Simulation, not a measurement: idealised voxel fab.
The process module presented herein is designated voxel wiring stack.
Cross-sectional view cut (width: 285 nm; square cell size: 5 nm).
A cross-section is written here as square cells arranged in a grid, and it is given in bands from the top down, each band taking up one or more rows of cells.
Heights first: top, then bottom, in nm. Then materials, left to right, each with a width in nm. "edge to edge" on a single material: fills the band edge to edge. "blank": empty space.
The level at which height equals 0 is the one under which the wafer, as it arrives, is entirely one material. No lower edge exists for the bottom band, which continues downward and is notated as in "0 nm and below".
Width: "30->40" (first number = top row, second number = bottom row, same change from row to row of cells).
No cell of the cross-section changed in a step that is given as "everything unchanged".
Any empty space of 8 cells or more lacking an open way to the top shows up in "Closed void roster" as width x height at distance, distance from the left edge, in nm.
Note: text after step settings on the step line = simulator remark on that step.
The line of a step may include "overlay nm". On a step with a mask, this value is how far to the right of its planned place the mask lay. A negative value means the mask lay to the left.
# The planned process steps are enumerated hereunder
1: RECEIVE: material Si
2: CONFORMAL_DEP: material SiO2, thk nm 15
3: DIRECTIONAL_DEP: material TiN, thk nm 5
4: DIRECTIONAL_DEP: material Ru, thk nm 15
5: PATTERN: tone cover, mask id METAL_1, material resist, width nm 30, pitch nm 45, thk nm 15, overlay nm 0
6: DIRECTIONAL_ETCH: etch materials Ru, depth nm 15
7: DIRECTIONAL_ETCH: etch materials TiN, depth nm 5
8: STRIP: etch materials resist
9: CONFORMAL_DEP: material SiCN, thk nm 5
10: FILL_DEP: material SiO2, thk nm 10
11: CMP: height nm 35
12: CONFORMAL_DEP: material SiCN, thk nm 5
13: DIRECTIONAL_DEP: material lowk, thk nm 20
14: DIRECTIONAL_DEP: material aC, thk nm 10
15: PATTERN: tone open, mask id PLUG_1, material resist, width nm 15, thk nm 25, overlay nm 0
16: DIRECTIONAL_ETCH: etch materials aC, depth nm 10
17: STRIP: etch materials resist
18: DIRECTIONAL_ETCH: etch materials lowk, depth nm 20
19: DIRECTIONAL_ETCH: etch materials SiCN, depth nm 5
20: STRIP: etch materials aC
21: CONFORMAL_DEP: material TiN, thk nm 5
22: FILL_DEP: material W, thk nm 10
23: CMP: height nm 60
24: CONFORMAL_DEP: material SiCN, thk nm 5
25: DIRECTIONAL_DEP: material SiO2, thk nm 15
26: MASKED_ETCH: tone open, mask id METAL_2, width nm 30, pitch nm 45, etch materials SiO2, depth nm 15, overlay nm 0
27: MASKED_ETCH: tone open, mask id METAL_2, width nm 30, pitch nm 45, etch materials SiCN, depth nm 5, overlay nm 0
28: CONFORMAL_DEP: material TiN, thk nm 5
29: FILL_DEP: material Cu, thk nm 10
30: CMP: height nm 80
31: CONFORMAL_DEP: material SiCN, thk nm 5
32: DIRECTIONAL_DEP: material lowk, thk nm 10
33: MASKED_ETCH: tone open, mask id PLUG_2, width nm 15, etch materials lowk, depth nm 10, overlay nm 0
34: MASKED_ETCH: tone open, mask id PLUG_2, width nm 15, etch materials SiCN, depth nm 5, overlay nm 0
35: EPI: material Ru, thk nm 10
36: EPI: material Ru, thk nm 5
37: CONFORMAL_DEP: material SiN, thk nm 5
38: DIRECTIONAL_DEP: material SiO2, thk nm 15
39: DIRECTIONAL_DEP: material aC, thk nm 15
40: PATTERN: tone open, mask id METAL_3, material resist, width nm 30, pitch nm 45, thk nm 35, overlay nm 0
41: DIRECTIONAL_ETCH: etch materials aC, depth nm 15
42: STRIP: etch materials resist
43: DIRECTIONAL_ETCH: etch materials SiO2, depth nm 15
44: DIRECTIONAL_ETCH: etch materials SiN, depth nm 5
45: STRIP: etch materials aC
46: CONFORMAL_DEP: material TiN, thk nm 5
47: FILL_DEP: material Ru, thk nm 10
48: CMP: height nm 115
49: CONFORMAL_DEP: material SiCN, thk nm 5
50: DIRECTIONAL_DEP: material lowk, thk nm 30
51: PATTERN: tone open, mask id METAL_4_HOLES, material resist, width nm 15, thk nm 20, overlay nm 0
52: DIRECTIONAL_ETCH: etch materials lowk, depth nm 30
53: STRIP: etch materials resist
54: PATTERN: tone open, mask id METAL_4, material resist, width nm 30, pitch nm 45, thk nm 15, overlay nm 0
55: DIRECTIONAL_ETCH: etch materials lowk, depth nm 20
56: DIRECTIONAL_ETCH: etch materials SiCN, depth nm 5
57: STRIP: etch materials resist
58: CONFORMAL_DEP: material TiN, thk nm 5
59: FILL_DEP: material Cu, thk nm 5
60: CMP: height nm 150
61: CONFORMAL_DEP: material SiN, thk nm 5
# As-received wafer cross-section (after step 1)
  0 nm and below: Si edge to edge
  Closed void roster: none
# a wafer at the end: this start, this plan, one mistake
  155 nm to 150 nm: SiN edge to edge
  150 nm to 135 nm: lowk 105 nm / TiN 5 nm / Cu 20 nm / TiN 5 nm / lowk 15 nm / TiN 5 nm / Cu 20 nm / TiN 5 nm / lowk 105 nm
  135 nm to 130 nm: lowk 105 nm / TiN 5 nm / Cu 5 nm / TiN 20 nm / lowk 15 nm / TiN 30 nm / lowk 105 nm
  130 nm to 120 nm: lowk 105 nm / TiN 5 nm / Cu 5 nm / TiN 5 nm / lowk 165 nm
  120 nm to 115 nm: SiCN 105 nm / TiN 15 nm / SiCN 165 nm
  115 nm to 100 nm: SiO2 105 nm / TiN 5 nm / Ru 20 nm / TiN 5 nm / SiO2 15 nm / TiN 5 nm / Ru 20 nm / TiN 5 nm / SiO2 105 nm
  100 nm to 95 nm: SiN 105 nm / TiN 30 nm / SiN 15 nm / TiN 30 nm / SiN 105 nm
  95 nm to 85 nm: lowk 105 nm / Ru 15 nm / lowk 165 nm
  85 nm to 80 nm: SiCN 105 nm / Ru 15 nm / SiCN 165 nm
  80 nm to 70 nm: SiO2 105 nm / TiN 5 nm / Cu 20 nm / TiN 5 nm / SiO2 15 nm / TiN 5 nm / Cu 20 nm / TiN 5 nm / SiO2 105 nm
  70 nm to 65 nm: SiO2 105 nm / TiN 5 nm / Cu 15 nm / TiN 10 nm / SiO2 15 nm / TiN 5 nm / Cu 15 nm / TiN 10 nm / SiO2 105 nm
  65 nm to 60 nm: SiCN 105 nm / TiN 25 nm / SiCN 20 nm / TiN 25 nm / SiCN 110 nm
  60 nm to 40 nm: lowk 105 nm / TiN 5 nm / W 5 nm / TiN 5 nm / lowk 165 nm
  40 nm to 35 nm: SiCN 105 nm / TiN 15 nm / SiCN 165 nm
  35 nm to 20 nm: SiO2 100 nm / SiCN 5 nm / Ru 30 nm / SiCN 5 nm / SiO2 5 nm / SiCN 5 nm / Ru 30 nm / SiCN 5 nm / SiO2 100 nm
  20 nm to 15 nm: SiCN 105 nm / TiN 30 nm / SiCN 15 nm / TiN 30 nm / SiCN 105 nm
  15 nm to 0 nm: SiO2 edge to edge
  0 nm and below: Si edge to edge
  Closed void roster: none
Short version of what went wrong: step 27 ran as: MASKED_ETCH: tone open, mask id METAL_2, width nm 30, pitch nm 45, etch materials SiCN, depth nm 5, overlay nm -5
